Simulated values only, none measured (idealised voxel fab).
process module | voxel transistor to metal
cross-section cut | 160 nm wide | cells 5 nm
A cross-section is a grid of square cells, given in bands from the top down. A band is one or more rows of cells.
Each band's line starts with the height of the band's top and of its bottom, in nm. Then come its materials from left to right, each with its width in nm. One material with "throughout" fills the band from edge to edge. "air" is empty space.
Height 0 is the level under which the wafer as received is all one material. The lowest band goes on downwards, as in "0 down".
A width such as "30 to 40" changes by the same amount from each row of cells to the next, from the band's top row to its bottom row.
"no change" after a step means that no cell of the cross-section changed.
closed voids: empty space of 8 cells or more with no open way to the top, each as width x height at its distance from the left edge, in nm
after a step's settings: what the simulator itself notes on the step
overlay nm, on a step with a mask: how far to the right of its planned place the mask lay; to the left if negative
plan
1 op RECEIVE | material Si
2 op CONFORMAL_DEP | material SiO2 | thk nm 5
3 op CONFORMAL_DEP | material SiN | thk nm 10
4 op MASKED_ETCH | tone cover | mask id ACTIVE | width nm 110 | etch materials SiN | depth nm 10 | overlay nm 0
5 op MASKED_ETCH | tone cover | mask id ACTIVE | width nm 110 | etch materials SiO2 | depth nm 5 | overlay nm 0
6 op MASKED_ETCH | tone cover | mask id ACTIVE | width nm 110 | etch materials Si | depth nm 35 | overlay nm 0
7 op OXIDIZE | depth nm 5
8 op FILL_DEP | material SiO2 | thk nm 5
9 op CMP | height nm 15
10 op SELECTIVE_ETCH | etch materials SiO2 | depth nm 10
11 op STRIP | etch materials SiN
12 op SELECTIVE_ETCH | etch materials SiO2 | depth nm 5
13 op OXIDIZE | depth nm 5
14 op DIRECTIONAL_DEP | material polySi | thk nm 20
15 op DIRECTIONAL_DEP | material SiCN | thk nm 10
16 op MASKED_ETCH | tone cover | mask id GATE | width nm 20 | etch materials SiCN | depth nm 20 | overlay nm 0
17 op MASKED_ETCH | tone cover | mask id GATE | width nm 20 | etch materials polySi | depth nm 30 | overlay nm 0
18 op CONFORMAL_DEP | material SiN | thk nm 10
19 op DIRECTIONAL_ETCH | etch materials SiN | depth nm 10
20 op DIRECTIONAL_ETCH | etch materials SiO2 | depth nm 5
21 op DIRECTIONAL_ETCH | etch materials Si | depth nm 10
22 op EPI | material nSi | thk nm 10
23 op FILL_DEP | material SiO2 | thk nm 10
24 op CMP | height nm 30
25 op DIRECTIONAL_DEP | material SiO2 | thk nm 15
26 op MASKED_ETCH | tone open | mask id CONTACT | width nm 30 | pitch nm 60 | etch materials SiO2 | depth nm 50 | overlay nm 0
27 op CONFORMAL_DEP | material TiN | thk nm 5
28 op FILL_DEP | material W | thk nm 10
29 op CMP | height nm 45
30 op DIRECTIONAL_DEP | material TiN | thk nm 5
31 op DIRECTIONAL_DEP | material W | thk nm 25
32 op PATTERN | tone cover | mask id METAL_1 | material resist | width nm 20 | pitch nm 70 | thk nm 15 | overlay nm 0
33 op DIRECTIONAL_ETCH | etch materials W | depth nm 25
34 op DIRECTIONAL_ETCH | etch materials TiN | depth nm 5
35 op STRIP | etch materials resist
36 op CONFORMAL_DEP | material SiCN | thk nm 5
37 op FILL_DEP | material SiO2 | thk nm 5
38 op CMP | height nm 75
39 op CONFORMAL_DEP | material SiCN | thk nm 5
varied across the wafers: depth nm of step 20. The plan shows the first wafer's value. All wafers start alike
first wafer as received, after step 1
  0 down: Si throughout
  closed voids: none
each wafer at the end: cells of each material gained (+) or lost (-) since it was received, then its closed voids
depth nm 5 | -140 Si | +84 SiCN | +24 SiN | +350 SiO2 | +56 TiN | +90 W | +32 nSi | +16 polySi | closed voids: none
depth nm 10 | -140 Si | +84 SiCN | +24 SiN | +348 SiO2 | +56 TiN | +90 W | +34 nSi | +16 polySi | closed voids: none
depth nm 15 | -140 Si | +84 SiCN | +24 SiN | +342 SiO2 | +56 TiN | +90 W | +40 nSi | +16 polySi | closed voids: none
depth nm 20 | -140 Si | +84 SiCN | +24 SiN | +338 SiO2 | +56 TiN | +90 W | +44 nSi | +16 polySi | closed voids: none
